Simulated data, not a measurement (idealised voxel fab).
Process module name: voxel fin reveal
The cross-section on display is named cut; it measures 180 nm wide, and its cells are 5 nm squares.
Think of the cross-section as a grid of square cells. We describe it in bands, top to bottom, and each band covers one or more rows of those cells. Top height, bottom height, nm. Materials left to right, width each, nm. Single material + "edge to edge" = fills band edge to edge. "air" = empty. Below 0: as-received wafer, all one material; heights counted from there. Lowest band: no bottom, goes on down, written "0 nm and below". Width "30..40": first value at the band's top row of cells, second value at its bottom row, equal change from row to row. Where the words "all unchanged" appear for a step, the cross-section shows no cell changed by that step; every cell remained as before. Reported under the label "Enclosed void inventory" are the empty spaces having no open way to the top and comprising 8 cells or more; the notation for each is width x height at distance, in which the distance is measured from the left edge and all three values are in nm. On a step's line, text after the settings is the simulator commenting on that step. overlay nm: mask offset rightward from planned place, masked step; negative means leftward offset.
Process steps foreseen in the plan:
1,RECEIVE [material Si]
2,CONFORMAL_DEP [material SiN] [thk nm 10]
3,DIRECTIONAL_DEP [material aC] [thk nm 15]
4,PATTERN [tone cover] [mask id FINS] [material resist] [width nm 15] [pitch nm 40] [thk nm 35] [overlay nm 0]
5,DIRECTIONAL_ETCH [etch materials aC] [depth nm 15]
6,STRIP [etch materials resist]
7,DIRECTIONAL_ETCH [etch materials SiN] [depth nm 10]
8,DIRECTIONAL_ETCH [etch materials Si] [depth nm 35]
9,STRIP [etch materials aC]
10,FILL_DEP [material SiO2] [thk nm 10]
11,CMP [height nm 10]
12,SELECTIVE_ETCH [etch materials SiO2] [depth nm 20]
13,STRIP [etch materials SiN]
As received (post step 1): cross-section:
    0 nm and below: Si edge to edge
    Enclosed void inventory: none
Below is the wafer in cross-section after the module was completed. It began from the starting point shown above and followed the plan shown above, except that one mistake was made while running it:
    0 nm to -30 nm: air=40 | Si=15 | air=25 | Si=15 | air=25 | Si=15 | air=45
    -30 nm to -35 nm: SiO2=40 | Si=15 | SiO2=25 | Si=15 | SiO2=25 | Si=15 | SiO2=45
    -35 nm and below: Si edge to edge
    Enclosed void inventory: none
So what did we get wrong on this run? step 12 of the plan was twice carried out
